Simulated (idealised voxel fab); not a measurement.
process module | voxel transistor to metal
cross-section cut | 155 nm wide | cells 5 nm
A cross-section is a grid of square cells, given in bands from the top down. A band is one or more rows of cells.
Each band's line starts with the height of the band's top and of its bottom, in nm. Then come its materials from left to right, each with its width in nm. One material with "throughout" fills the band from edge to edge. "air" is empty space.
Height 0 is the level under which the wafer as received is all one material. The lowest band goes on downwards, as in "0 down".
A width such as "30 to 40" changes by the same amount from each row of cells to the next, from the band's top row to its bottom row.
"no change" after a step means that no cell of the cross-section changed.
closed voids: empty space of 8 cells or more with no open way to the top, each as width x height at its distance from the left edge, in nm
after a step's settings: what the simulator itself notes on the step
overlay nm, on a step with a mask: how far to the right of its planned place the mask lay; to the left if negative
plan
1 op RECEIVE | material Si
2 op CONFORMAL_DEP | material SiO2 | thk nm 5
3 op CONFORMAL_DEP | material SiN | thk nm 15
4 op MASKED_ETCH | tone cover | mask id ACTIVE | width nm 120 | etch materials SiN | depth nm 15 | overlay nm 0
5 op MASKED_ETCH | tone cover | mask id ACTIVE | width nm 120 | etch materials SiO2 | depth nm 5 | overlay nm 0
6 op MASKED_ETCH | tone cover | mask id ACTIVE | width nm 120 | etch materials Si | depth nm 20 | overlay nm 0
7 op FILL_DEP | material SiO2 | thk nm 5
8 op CMP | height nm 20
9 op SELECTIVE_ETCH | etch materials SiO2 | depth nm 10
10 op STRIP | etch materials SiN
11 op SELECTIVE_ETCH | etch materials SiO2 | depth nm 5
12 op OXIDIZE | depth nm 5
13 op DIRECTIONAL_DEP | material polySi | thk nm 20
14 op DIRECTIONAL_DEP | material SiCN | thk nm 15
15 op PATTERN | tone cover | mask id GATE | material resist | width nm 30 | thk nm 15 | overlay nm 0
16 op DIRECTIONAL_ETCH | etch materials SiCN | depth nm 25
17 op DIRECTIONAL_ETCH | etch materials polySi | depth nm 30
18 op STRIP | etch materials resist
19 op CONFORMAL_DEP | material SiN | thk nm 5
20 op DIRECTIONAL_ETCH | etch materials SiN | depth nm 5
21 op DIRECTIONAL_ETCH | etch materials SiO2 | depth nm 5
22 op DIRECTIONAL_ETCH | etch materials Si | depth nm 15
23 op EPI | material SiGe | thk nm 15
24 op FILL_DEP | material SiO2 | thk nm 10
25 op CMP | height nm 20
26 op STRIP | etch materials polySi
27 op SELECTIVE_ETCH | etch materials SiO2 | depth nm 5
28 op CONFORMAL_DEP | material HfO2 | thk nm 5
29 op CONFORMAL_DEP | material TiN | thk nm 5
30 op FILL_DEP | material W | thk nm 10
31 op CMP | height nm 15
32 op DIRECTIONAL_DEP | material SiO2 | thk nm 15
33 op PATTERN | tone open | mask id CONTACT | material resist | width nm 20 | pitch nm 80 | thk nm 20 | overlay nm 0
34 op DIRECTIONAL_ETCH | etch materials SiO2 | depth nm 35
35 op STRIP | etch materials resist
36 op CONFORMAL_DEP | material TiN | thk nm 5
37 op FILL_DEP | material W | thk nm 5
38 op CMP | height nm 30
39 op DIRECTIONAL_DEP | material TiN | thk nm 5
40 op DIRECTIONAL_DEP | material Ru | thk nm 25
41 op MASKED_ETCH | tone cover | mask id METAL_1 | width nm 20 | pitch nm 80 | etch materials Ru | depth nm 25 | overlay nm 0
42 op MASKED_ETCH | tone cover | mask id METAL_1 | width nm 20 | pitch nm 80 | etch materials TiN | depth nm 5 | overlay nm 0
43 op FILL_DEP | material lowk | thk nm 10
44 op CMP | height nm 60
45 op CONFORMAL_DEP | material SiCN | thk nm 5
46 op DIRECTIONAL_DEP | material SiO2 | thk nm 35
47 op MASKED_ETCH | tone open | mask id METAL_2 | width nm 20 | pitch nm 80 | etch materials SiO2 | depth nm 20 | overlay nm 0
48 op DIRECTIONAL_DEP | material aC | thk nm 10
49 op PATTERN | tone open | mask id METAL_2_HOLES | material resist | width nm 15 | pitch nm 80 | thk nm 30 | overlay nm 0
50 op DIRECTIONAL_ETCH | etch materials aC | depth nm 10
51 op STRIP | etch materials resist
52 op DIRECTIONAL_ETCH | etch materials SiO2 | depth nm 15
53 op DIRECTIONAL_ETCH | etch materials SiCN | depth nm 5
54 op STRIP | etch materials aC
55 op CONFORMAL_DEP | material TiN | thk nm 5
56 op FILL_DEP | material Cu | thk nm 10
57 op CMP | height nm 100
58 op CONFORMAL_DEP | material SiCN | thk nm 5
as received, after step 1
  0 down: Si throughout
  closed voids: none
a wafer at the end: this start, this plan, one mistake
  105 to 100: SiCN throughout
  100 to 85: SiO2 25 | TiN 5 | Cu 10 | TiN 5 | SiO2 60 | TiN 5 | Cu 10 | TiN 5 | SiO2 30
  85 to 80: SiO2 25 | TiN 5 | Cu 5 | TiN 10 | SiO2 60 | TiN 5 | Cu 5 | TiN 10 | SiO2 30
  80 to 65: SiO2 25 | TiN 5 | Cu 5 | TiN 5 | SiO2 65 | TiN 5 | Cu 5 | TiN 5 | SiO2 35
  65 to 60: SiCN 25 | TiN 15 | SiCN 65 | TiN 15 | SiCN 35
  60 to 35: lowk 25 | Ru 20 | lowk 60 | Ru 20 | lowk 30
  35 to 30: lowk 25 | TiN 20 | lowk 60 | TiN 20 | lowk 30
  30 to 20: SiO2 25 | TiN 5 | W 10 | TiN 5 | SiO2 60 | TiN 5 | W 10 | TiN 5 | SiO2 30
  20 to 15: SiO2 25 | TiN 5 | W 5 | TiN 10 | SiO2 60 | TiN 10 | W 5 | TiN 5 | SiO2 30
  15 to 10: SiO2 25 | TiN 5 | W 5 | TiN 5 | SiGe 15 | SiN 5 | HfO2 5 | TiN 5 | W 10 | TiN 5 | HfO2 5 | SiN 5 | SiGe 15 | TiN 5 | W 5 | TiN 5 | SiO2 30
  10 to 5: SiO2 25 | TiN 5 | W 5 | TiN 5 | SiGe 15 | SiN 5 | HfO2 5 | TiN 20 | HfO2 5 | SiN 5 | SiGe 15 | TiN 5 | W 5 | TiN 5 | SiO2 30
  5 to 0: SiO2 25 | TiN 15 | SiGe 15 | HfO2 40 | SiGe 15 | TiN 15 | SiO2 30
  0 to -15: SiO2 15 | SiGe 40 | Si 40 | SiGe 40 | SiO2 20
  -15 to -20: SiO2 15 | Si 120 | SiO2 20
  -20 down: Si throughout
  closed voids: none
what went wrong: steps 10 and 11 were swapped
